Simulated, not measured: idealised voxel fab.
Process module under the name voxel gate over fins
cross-section cut | 195 nm wide | cells 5 nm
For the purposes of this document, a cross-section shall be understood as a grid of square cells, specified as bands listed in top-to-bottom order, each band consisting of one or more rows of cells. Basically the band line says how high the top is and how high the bottom is, in nm, and then what's in it from left to right, every material with its width in nm. Empty space shows up as "empty", and if a single material carries "all across" it runs the full band edge to edge. The reference from which all heights are counted is 0, the level beneath which the as-received wafer is entirely one material; the lowest band, having no lower bound, proceeds downward and is written after the example "from 0 down". A width given as "30..40" starts at the first number in the band's top row and ends at the second number in its bottom row, shifting by an equal amount at every step from row to row. The cross-section has no changed cell in any step marked "stayed the same". Empty spaces without an open route to the top, at least 8 cells in extent, make up the entry "Enclosed void listing"; each is given as width x height at distance, where the distance is measured from the left edge, and all are in nm. Text after the settings on a step's line: the simulator's own remark on that step. A step's line can hold "overlay nm"; with a mask on that step, the setting says how far right of the planned place the mask lay, while a negative setting says it lay to the left.
**Listed below are the process steps as planned**
1. RECEIVE (material Si)
2. CONFORMAL_DEP (material SiN; thk nm 5)
3. PATTERN (tone cover; mask id FINS; material resist; width nm 15; pitch nm 40; thk nm 15; overlay nm 0)
4. DIRECTIONAL_ETCH (etch materials SiN; depth nm 5)
5. DIRECTIONAL_ETCH (etch materials Si; depth nm 40)
6. STRIP (etch materials resist)
7. FILL_DEP (material SiO2; thk nm 10)
8. CMP (height nm 5)
9. SELECTIVE_ETCH (etch materials SiO2; depth nm 20)
10. STRIP (etch materials SiN)
11. CONFORMAL_DEP (material HfO2; thk nm 5)
12. CONFORMAL_DEP (material TiN; thk nm 5)
13. CONFORMAL_DEP (material TiAl; thk nm 5)
14. CONFORMAL_DEP (material TiN; thk nm 5)
15. FILL_DEP (material W; thk nm 15)
16. CMP (height nm 30)
17. CONFORMAL_DEP (material SiN; thk nm 5)
**The cross-section here shows the wafer as received, i.e. in its state after step 1**
* from 0 down: Si all across
* Enclosed void listing: none
**Result of the module, cross-sectioned: start per above, plan per above, one error in how it was run**
* from 35 to 30: SiN all across
* from 30 to 20: W all across
* from 20 to 15: W 30, TiN 135, W 30
* from 15 to 10: W 30, TiN 5, TiAl 125, TiN 5, W 30
* from 10 to 5: W 30, TiN 5, TiAl 5, HfO2 35, TiAl 5, HfO2 35, TiAl 5, HfO2 35, TiAl 5, TiN 5, W 30
* from 5 to 0: TiN 35, TiAl 5, HfO2 5, TiN 25, HfO2 5, TiAl 5, HfO2 5, TiN 25, HfO2 5, TiAl 5, HfO2 5, TiN 25, HfO2 5, TiAl 5, TiN 35
* from 0 to -5: TiAl 40, HfO2 5, TiN 5, Si 15, TiN 5, HfO2 5, TiAl 5, HfO2 5, TiN 5, Si 15, TiN 5, HfO2 5, TiAl 5, HfO2 5, TiN 5, Si 15, TiN 5, HfO2 5, TiAl 40
* from -5 to -10: HfO2 45, TiN 5, Si 15, TiN 5, HfO2 15, TiN 5, Si 15, TiN 5, HfO2 15, TiN 5, Si 15, TiN 5, HfO2 45
* from -10 to -15: TiN 50, Si 15, TiN 25, Si 15, TiN 25, Si 15, TiN 50
* from -15 to -40: SiO2 50, Si 15, SiO2 25, Si 15, SiO2 25, Si 15, SiO2 50
* from -40 down: Si all across
* Enclosed void listing: none
What went wrong in running the wafer? the intended sequence of steps 11 and 12 was reversed during processing, with each occupying the position of the other
